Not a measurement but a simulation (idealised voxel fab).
Process module in this document: voxel wiring stack
The figure presents cross-section cut, which has a width of 300 nm and is divided into square cells with an edge length of 5 nm.
Bands, listed from the top down, are how a cross-section gets written in this document; the cross-section itself is a grid of square cells, and a band is one or more rows of them. Heads up on the band format: heights come first, top then bottom, in nm. After that it's the materials left to right, each with its width in nm. A single material flagged "edge to edge" fills the whole band edge to edge, and "air" means there's empty space there. We count height from 0. Below that, the starting wafer is all one material. The lowest band never ends at the bottom but goes on down; see "0 down" for how that is written. A width such as "30 to 40" changes by the same amount from each row of cells to the next, from the band's top row to its bottom row. "nothing different" (step): cross-section cells unchanged, all of them. The list in "Sealed void listing" covers empty spaces of 8 cells or more that cannot reach the top through any open way, and it gives each as width x height at distance; the distance is from the left edge, and width, height and distance are in nm. Past the settings on a step's line: simulator remark, on that step. overlay nm: mask offset rightward from planned place, masked step; negative means leftward offset.
The steps planned for the process are as follows
1) RECEIVE: material Si
2) CONFORMAL_DEP: material SiO2, thk nm 15
3) DIRECTIONAL_DEP: material TiN, thk nm 5
4) DIRECTIONAL_DEP: material W, thk nm 25
5) DIRECTIONAL_DEP: material aC, thk nm 15
6) PATTERN: tone cover, mask id METAL_1, material resist, width nm 30, pitch nm 50, thk nm 35, overlay nm 0
7) DIRECTIONAL_ETCH: etch materials aC, depth nm 15
8) STRIP: etch materials resist
9) DIRECTIONAL_ETCH: etch materials W, depth nm 25
10) DIRECTIONAL_ETCH: etch materials TiN, depth nm 5
11) STRIP: etch materials aC
12) CONFORMAL_DEP: material SiCN, thk nm 5
13) FILL_DEP: material lowk, thk nm 10
14) CMP: height nm 45
15) CONFORMAL_DEP: material SiCN, thk nm 5
16) DIRECTIONAL_DEP: material SiO2, thk nm 15
17) DIRECTIONAL_DEP: material aC, thk nm 10
18) PATTERN: tone open, mask id PLUG_1, material resist, width nm 15, pitch nm 50, thk nm 30, overlay nm 0
19) DIRECTIONAL_ETCH: etch materials aC, depth nm 10
20) STRIP: etch materials resist
21) DIRECTIONAL_ETCH: etch materials SiO2, depth nm 15
22) DIRECTIONAL_ETCH: etch materials SiCN, depth nm 5
23) STRIP: etch materials aC
24) EPI: material Ru, thk nm 10
25) EPI: material Ru, thk nm 10
26) DIRECTIONAL_DEP: material TiN, thk nm 5
27) DIRECTIONAL_DEP: material Ru, thk nm 15
28) PATTERN: tone cover, mask id METAL_2, material resist, width nm 30, pitch nm 50, thk nm 15, overlay nm 0
29) DIRECTIONAL_ETCH: etch materials Ru, depth nm 15
30) DIRECTIONAL_ETCH: etch materials TiN, depth nm 5
31) STRIP: etch materials resist
32) CONFORMAL_DEP: material SiN, thk nm 5
33) FILL_DEP: material lowk, thk nm 10
34) CMP: height nm 85
35) CONFORMAL_DEP: material SiN, thk nm 5
The cross-section here shows the wafer as received, i.e. in its state after step 1
  0 down | Si edge to edge
  Sealed void listing: none
One mistake in running the module, otherwise start and plan as above: cross-section at the end
  90 to 85 | SiN edge to edge
  85 to 70 | lowk 80, SiN 5, Ru 30, SiN 5, lowk 10, SiN 5, Ru 30, SiN 5, lowk 10, SiN 5, Ru 30, SiN 5, lowk 80
  70 to 65 | SiN 85, TiN 30, SiN 20, TiN 30, SiN 20, TiN 30, SiN 85
  65 to 50 | SiO2 85, Ru 15, SiO2 35, Ru 15, SiO2 35, Ru 15, SiO2 100
  50 to 45 | SiCN 85, Ru 15, SiCN 35, Ru 15, SiCN 35, Ru 15, SiCN 100
  45 to 40 | SiCN 85, TiN 30, SiCN 20, TiN 30, SiCN 20, TiN 30, SiCN 85
  40 to 15 | W edge to edge
  15 to 0 | SiO2 edge to edge
  0 down | Si edge to edge
  Sealed void listing: none
Finding, execution versus plan: the intended sequence of steps 3 and 4 was reversed during processing, with each occupying the position of the other
